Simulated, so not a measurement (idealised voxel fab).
Process module, titled voxel capacitor over wiring
Cross-section cut: width 220 nm, square cells of 5 nm.
Heads up, the way a cross-section reads in here is a grid of square cells, handed over as bands from the top down, with every band being one or more rows of cells. A band entry consists of two parts. The first gives the height of the band's top and the height of its bottom, in nm. The rest lists the band's materials from left to right, each with its width in nm. A single material labelled with the word "throughout" fills the band from edge to edge, and the word "air" marks empty space. Heads up on the height convention: 0 is the point under which the incoming wafer is all one material, and the lowest band has no bottom, it just keeps going down, like "0..down". When a width is written as two numbers, as in "30..40", the first number is the width in the top row of cells of the band and the second is the width in its bottom row, and the width changes by the same amount from each row to the next. "no modification" (step): cross-section cells unchanged, all of them. You'll see "Closed cavity list" listing empty spaces that have no way open to the top, as long as they're 8 cells or more; the notation is width x height at distance, where the distance is from the left edge, and all of it is in nm. The remark found on a step's line after its settings is issued by the simulator itself and pertains to that step. A step's line can hold "overlay nm"; with a mask on that step, the setting says how far right of the planned place the mask lay, while a negative setting says it lay to the left.

These are the steps we planned for the process
1. RECEIVE,material Si
2. CONFORMAL_DEP,material SiO2,thk nm 15
3. DIRECTIONAL_DEP,material TiN,thk nm 5
4. DIRECTIONAL_DEP,material W,thk nm 15
5. DIRECTIONAL_DEP,material aC,thk nm 15
6. PATTERN,tone cover,mask id METAL_1,material resist,width nm 30,pitch nm 90,thk nm 30,overlay nm 0
7. DIRECTIONAL_ETCH,etch materials aC,depth nm 15
8. STRIP,etch materials resist
9. DIRECTIONAL_ETCH,etch materials W,depth nm 15
10. DIRECTIONAL_ETCH,etch materials TiN,depth nm 5
11. STRIP,etch materials aC
12. CONFORMAL_DEP,material SiN,thk nm 5
13. FILL_DEP,material SiO2,thk nm 5
14. CMP,height nm 35
15. CONFORMAL_DEP,material SiCN,thk nm 5
16. DIRECTIONAL_DEP,material SiO2,thk nm 15
17. PATTERN,tone open,mask id PLUG_1,material resist,width nm 15,thk nm 15,overlay nm 0
18. DIRECTIONAL_ETCH,etch materials SiO2,depth nm 15
19. DIRECTIONAL_ETCH,etch materials SiCN,depth nm 5
20. STRIP,etch materials resist
21. CONFORMAL_DEP,material TiN,thk nm 5
22. FILL_DEP,material Cu,thk nm 10
23. CMP,height nm 55
24. DIRECTIONAL_DEP,material TiN,thk nm 10
25. DIRECTIONAL_DEP,material Al2O3,thk nm 5
26. DIRECTIONAL_DEP,material TiN,thk nm 5
27. PATTERN,tone cover,mask id UPPER_PLATE,material resist,width nm 65,thk nm 15,overlay nm 0
28. DIRECTIONAL_ETCH,etch materials TiN,depth nm 5
29. DIRECTIONAL_ETCH,etch materials Al2O3,depth nm 5
30. STRIP,etch materials resist
31. DIRECTIONAL_DEP,material aC,thk nm 10
32. PATTERN,tone cover,mask id LOWER_PLATE,material resist,width nm 75,thk nm 25,overlay nm 0
33. DIRECTIONAL_ETCH,etch materials aC,depth nm 10
34. STRIP,etch materials resist
35. DIRECTIONAL_ETCH,etch materials TiN,depth nm 10
36. STRIP,etch materials aC
37. FILL_DEP,material SiO2,thk nm 20
38. CMP,height nm 90
39. MASKED_ETCH,tone open,mask id PLUG_2,width nm 15,etch materials SiO2,depth nm 15,overlay nm 0
40. CONFORMAL_DEP,material TiN,thk nm 5
41. FILL_DEP,material W,thk nm 5
42. CMP,height nm 90
43. CONFORMAL_DEP,material SiCN,thk nm 5

So, the first of our two wafers, run just as we planned it

Cross-section of the wafer at receipt, which is the condition after step 1
* 0..down | Si throughout
* Closed cavity list: none

Sectional view: wafer, after step 2
* 15..0 | SiO2 throughout
* Under 0: no change, same as before.

Sectional view: wafer, after step 3
* 20..15 | TiN throughout
* Under 15: no change, same as before.

Sectional view: wafer, after step 4
* 35..20 | W throughout
* Under 20: no change, same as before.

Sectional view: wafer, after step 5
* 50..35 | aC throughout
* Under 35: no change, same as before.

Sectional view: wafer, after step 6
* 80..50 | 50 nm air / 30 nm resist / 60 nm air / 30 nm resist / 50 nm air
* Under 50: no change, same as before.

Sectional view: wafer, after step 7
* 65..50 | 50 nm air / 30 nm resist / 60 nm air / 30 nm resist / 50 nm air
* 50..35 | 50 nm air / 30 nm aC / 60 nm air / 30 nm aC / 50 nm air
* Under 35: no change, same as before.

Sectional view: wafer, after step 8
* 50..35 | 50 nm air / 30 nm aC / 60 nm air / 30 nm aC / 50 nm air
* Under 35: no change, same as before.

Sectional view: wafer, after step 9
* 50..35 | 50 nm air / 30 nm aC / 60 nm air / 30 nm aC / 50 nm air
* 35..20 | 50 nm air / 30 nm W / 60 nm air / 30 nm W / 50 nm air
* Under 20: no change, same as before.

Sectional view: wafer, after step 10
* 50..35 | 50 nm air / 30 nm aC / 60 nm air / 30 nm aC / 50 nm air
* 35..20 | 50 nm air / 30 nm W / 60 nm air / 30 nm W / 50 nm air
* 20..15 | 50 nm air / 30 nm TiN / 60 nm air / 30 nm TiN / 50 nm air
* Under 15: no change, same as before.

Sectional view: wafer, after step 11
* 35..20 | 50 nm air / 30 nm W / 60 nm air / 30 nm W / 50 nm air
* Under 20: no change, same as before.

Sectional view: wafer, after step 12
* 40..35 | 45 nm air / 40 nm SiN / 50 nm air / 40 nm SiN / 45 nm air
* 35..20 | 45 nm air / 5 nm SiN / 30 nm W / 5 nm SiN / 50 nm air / 5 nm SiN / 30 nm W / 5 nm SiN / 45 nm air
* 20..15 | 50 nm SiN / 30 nm TiN / 60 nm SiN / 30 nm TiN / 50 nm SiN
* Under 15: no change, same as before.

Sectional view: wafer, after step 13
* 45..40 | SiO2 throughout
* 40..35 | 45 nm SiO2 / 40 nm SiN / 50 nm SiO2 / 40 nm SiN / 45 nm SiO2
* 35..20 | 45 nm SiO2 / 5 nm SiN / 30 nm W / 5 nm SiN / 50 nm SiO2 / 5 nm SiN / 30 nm W / 5 nm SiN / 45 nm SiO2
* Under 20: no change, same as before.

Sectional view: wafer, after step 14
* 35..20 | 45 nm SiO2 / 5 nm SiN / 30 nm W / 5 nm SiN / 50 nm SiO2 / 5 nm SiN / 30 nm W / 5 nm SiN / 45 nm SiO2
* Under 20: no change, same as before.

Sectional view: wafer, after step 15
* 40..35 | SiCN throughout
* Under 35: no change, same as before.

Sectional view: wafer, after step 16
* 55..40 | SiO2 throughout
* Under 40: no change, same as before.

Sectional view: wafer, after step 17
* 70..55 | 65 nm resist / 15 nm air / 140 nm resist
* Under 55: no change, same as before.

Sectional view: wafer, after step 18
* 70..55 | 65 nm resist / 15 nm air / 140 nm resist
* 55..40 | 65 nm SiO2 / 15 nm air / 140 nm SiO2
* Under 40: no change, same as before.

Sectional view: wafer, after step 19
* 70..55 | 65 nm resist / 15 nm air / 140 nm resist
* 55..40 | 65 nm SiO2 / 15 nm air / 140 nm SiO2
* 40..35 | 65 nm SiCN / 15 nm air / 140 nm SiCN
* Under 35: no change, same as before.

Sectional view: wafer, after step 20
* 55..40 | 65 nm SiO2 / 15 nm air / 140 nm SiO2
* Under 40: no change, same as before.

Sectional view: wafer, after step 21
* 60..55 | 70 nm TiN / 5 nm air / 145 nm TiN
* 55..40 | 65 nm SiO2 / 5 nm TiN / 5 nm air / 5 nm TiN / 140 nm SiO2
* 40..35 | 65 nm SiCN / 15 nm TiN / 140 nm SiCN
* Under 35: no change, same as before.

Sectional view: wafer, after step 22
* 70..60 | Cu throughout
* 60..55 | 70 nm TiN / 5 nm Cu / 145 nm TiN
* 55..40 | 65 nm SiO2 / 5 nm TiN / 5 nm Cu / 5 nm TiN / 140 nm SiO2
* Under 40: no change, same as before.

Sectional view: wafer, after step 23
* 55..40 | 65 nm SiO2 / 5 nm TiN / 5 nm Cu / 5 nm TiN / 140 nm SiO2
* Under 40: no change, same as before.

Sectional view: wafer, after step 24
* 65..55 | TiN throughout
* Under 55: no change, same as before.

Sectional view: wafer, after step 25
* 70..65 | Al2O3 throughout
* Under 65: no change, same as before.

Sectional view: wafer, after step 26
* 75..70 | TiN throughout
* Under 70: no change, same as before.

Sectional view: wafer, after step 27
* 90..75 | 65 nm air / 65 nm resist / 90 nm air
* Under 75: no change, same as before.

Sectional view: wafer, after step 28
* 90..75 | 65 nm air / 65 nm resist / 90 nm air
* 75..70 | 65 nm air / 65 nm TiN / 90 nm air
* Under 70: no change, same as before.

Sectional view: wafer, after step 29
* 90..75 | 65 nm air / 65 nm resist / 90 nm air
* 75..70 | 65 nm air / 65 nm TiN / 90 nm air
* 70..65 | 65 nm air / 65 nm Al2O3 / 90 nm air
* Under 65: no change, same as before.

Sectional view: wafer, after step 30
* 75..70 | 65 nm air / 65 nm TiN / 90 nm air
* Under 70: no change, same as before.

Sectional view: wafer, after step 31
* 85..75 | 65 nm air / 65 nm aC / 90 nm air
* 75..70 | 65 nm aC / 65 nm TiN / 90 nm aC
* 70..65 | 65 nm aC / 65 nm Al2O3 / 90 nm aC
* Under 65: no change, same as before.

Sectional view: wafer, after step 32
* 110..85 | 60 nm air / 75 nm resist / 85 nm air
* 85..75 | 60 nm air / 5 nm resist / 65 nm aC / 5 nm resist / 85 nm air
* Under 75: no change, same as before.

Sectional view: wafer, after step 33
* 100..85 | 60 nm air / 75 nm resist / 85 nm air
* 85..75 | 60 nm air / 5 nm resist / 65 nm aC / 5 nm resist / 85 nm air
* 75..70 | 60 nm air / 5 nm aC / 65 nm TiN / 5 nm aC / 85 nm air
* 70..65 | 60 nm air / 5 nm aC / 65 nm Al2O3 / 5 nm aC / 85 nm air
* Under 65: no change, same as before.

Sectional view: wafer, after step 34
* 85..75 | 65 nm air / 65 nm aC / 90 nm air
* Under 75: no change, same as before.

Sectional view: wafer, after step 35
* 85..75 | 65 nm air / 65 nm aC / 90 nm air
* 75..70 | 60 nm air / 5 nm aC / 65 nm TiN / 5 nm aC / 85 nm air
* 70..65 | 60 nm air / 5 nm aC / 65 nm Al2O3 / 5 nm aC / 85 nm air
* 65..55 | 60 nm air / 75 nm TiN / 85 nm air
* Under 55: no change, same as before.

Sectional view: wafer, after step 36
* 75..70 | 65 nm air / 65 nm TiN / 90 nm air
* 70..65 | 65 nm air / 65 nm Al2O3 / 90 nm air
* Under 65: no change, same as before.

Sectional view: wafer, after step 37
* 95..75 | SiO2 throughout
* 75..70 | 65 nm SiO2 / 65 nm TiN / 90 nm SiO2
* 70..65 | 65 nm SiO2 / 65 nm Al2O3 / 90 nm SiO2
* 65..55 | 60 nm SiO2 / 75 nm TiN / 85 nm SiO2
* Under 55: no change, same as before.

Sectional view: wafer, after step 38
* 90..75 | SiO2 throughout
* Under 75: no change, same as before.

Sectional view: wafer, after step 39
* 90..75 | 75 nm SiO2 / 15 nm air / 130 nm SiO2
* Under 75: no change, same as before.

Sectional view: wafer, after step 40
* 95..90 | 80 nm TiN / 5 nm air / 135 nm TiN
* 90..80 | 75 nm SiO2 / 5 nm TiN / 5 nm air / 5 nm TiN / 130 nm SiO2
* 80..70 | 75..65 nm SiO2 / 15..65 nm TiN / 130..90 nm SiO2
* Under 70: no change, same as before.

Sectional view: wafer, after step 41
* 100..95 | W throughout
* 95..90 | 80 nm TiN / 5 nm W / 135 nm TiN
* 90..80 | 75 nm SiO2 / 5 nm TiN / 5 nm W / 5 nm TiN / 130 nm SiO2
* Under 80: no change, same as before.

Sectional view: wafer, after step 42
* 90..80 | 75 nm SiO2 / 5 nm TiN / 5 nm W / 5 nm TiN / 130 nm SiO2
* Under 80: no change, same as before.

Sectional view: wafer, after step 43
* 95..90 | SiCN throughout
* Under 90: no change, same as before.

Second wafer: same start and same plan as the first, one execution error; identical to the first through step 31

Second wafer, section view, time point: scheduled end of step 32
* 110..85 | 60 nm resist / 75 nm air / 85 nm resist
* 85..75 | 60 nm resist / 5 nm air / 65 nm aC / 5 nm air / 85 nm resist
* Under 75: no change, same as before.

Second wafer, section view, time point: scheduled end of step 33
* 100..75 | 60 nm resist / 75 nm air / 85 nm resist
* 75..70 | 60 nm aC / 5 nm air / 65 nm TiN / 5 nm air / 85 nm aC
* 70..65 | 60 nm aC / 5 nm air / 65 nm Al2O3 / 5 nm air / 85 nm aC
* Under 65: no change, same as before.

Second wafer, section view, time point: scheduled end of step 34
* 75..70 | 60 nm aC / 5 nm air / 65 nm TiN / 5 nm air / 85 nm aC
* Under 70: no change, same as before.

Second wafer, section view, time point: scheduled end of step 35
* 75..70 | 60 nm aC / 75 nm air / 85 nm aC
* 70..65 | 60 nm aC / 5 nm air / 65 nm Al2O3 / 5 nm air / 85 nm aC
* 65..55 | 60 nm TiN / 5 nm air / 65 nm TiN / 5 nm air / 85 nm TiN
* Under 55: no change, same as before.

Second wafer, section view, time point: scheduled end of step 36
* 70..65 | 65 nm air / 65 nm Al2O3 / 90 nm air
* Under 65: no change, same as before.

Second wafer, section view, time point: scheduled end of step 37
* 90..70 | SiO2 throughout
* 70..65 | 65 nm SiO2 / 65 nm Al2O3 / 90 nm SiO2
* 65..55 | 60 nm TiN / 5 nm SiO2 / 65 nm TiN / 5 nm SiO2 / 85 nm TiN
* Under 55: no change, same as before.

Second wafer, section view, time point: scheduled end of step 38: no modification

Second wafer, section view, time point: scheduled end of step 39
* 90..75 | 75 nm SiO2 / 15 nm air / 130 nm SiO2
* Under 75: no change, same as before.

Second wafer, section view, time point: scheduled end of step 40
* 95..90 | 80 nm TiN / 5 nm air / 135 nm TiN
* 90..80 | 75 nm SiO2 / 5 nm TiN / 5 nm air / 5 nm TiN / 130 nm SiO2
* 80..75 | 75 nm SiO2 / 15 nm TiN / 130 nm SiO2
* Under 75: no change, same as before.

Second wafer, section view, time point: scheduled end of step 41
* 100..95 | W throughout
* 95..90 | 80 nm TiN / 5 nm W / 135 nm TiN
* 90..80 | 75 nm SiO2 / 5 nm TiN / 5 nm W / 5 nm TiN / 130 nm SiO2
* Under 80: no change, same as before.

Second wafer, section view, time point: scheduled end of step 42
* 90..80 | 75 nm SiO2 / 5 nm TiN / 5 nm W / 5 nm TiN / 130 nm SiO2
* Under 80: no change, same as before.

Second wafer, section view, time point: scheduled end of step 43
* 95..90 | SiCN throughout
* Under 90: no change, same as before.
Short version of what went wrong: step 32 changed vs plan, executed as PATTERN,tone open,mask id LOWER_PLATE,material resist,width nm 75,thk nm 25,overlay nm 0
Final comparison by cell count, materials where the second wafer has more or fewer than the first: SiO2 -41 | TiN +41
